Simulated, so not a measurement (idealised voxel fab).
process module | voxel tone inversion
cross-section cut | 230 nm wide | cells 5 nm
A cross-section is a grid of square cells, given in bands from the top down. A band is one or more rows of cells.
Each band's line starts with the height of the band's top and of its bottom, in nm. Then come its materials from left to right, each with its width in nm. One material with "throughout" fills the band from edge to edge. "air" is empty space.
Height 0 is the level under which the wafer as received is all one material. The lowest band goes on downwards, as in "0 down".
A width such as "30 to 40" changes by the same amount from each row of cells to the next, from the band's top row to its bottom row.
"no change" after a step means that no cell of the cross-section changed.
closed voids: empty space of 8 cells or more with no open way to the top, each as width x height at its distance from the left edge, in nm
after a step's settings: what the simulator itself notes on the step
overlay nm, on a step with a mask: how far to the right of its planned place the mask lay; to the left if negative
plan
1 op RECEIVE | material Si
2 op CONFORMAL_DEP | material SiN | thk nm 5
3 op DIRECTIONAL_DEP | material aC | thk nm 20
4 op PATTERN | tone cover | mask id POSTS | material resist | width nm 25 | pitch nm 45 | thk nm 30 | overlay nm -15
5 op DIRECTIONAL_ETCH | etch materials aC | depth nm 20
6 op STRIP | etch materials resist
7 op FILL_DEP | material SiO2 | thk nm 5
8 op CMP | height nm 25
9 op STRIP | etch materials aC
varied across the wafers: overlay nm of step 4. The plan shows the first wafer's value. All wafers start alike
first wafer as received, after step 1
  0 down: Si throughout
  closed voids: none
each wafer at the end: cells of each material gained (+) or lost (-) since it was received, then its closed voids
overlay nm -15 | +46 SiN | +144 SiO2 | closed voids: none
overlay nm -10 | +46 SiN | +144 SiO2 | closed voids: none
overlay nm -5 | +46 SiN | +144 SiO2 | closed voids: none
overlay nm 0 | +46 SiN | +144 SiO2 | closed voids: none
overlay nm 5 | +46 SiN | +144 SiO2 | closed voids: none
overlay nm 10 | +46 SiN | +144 SiO2 | closed voids: none
overlay nm 15 | +46 SiN | +144 SiO2 | closed voids: none
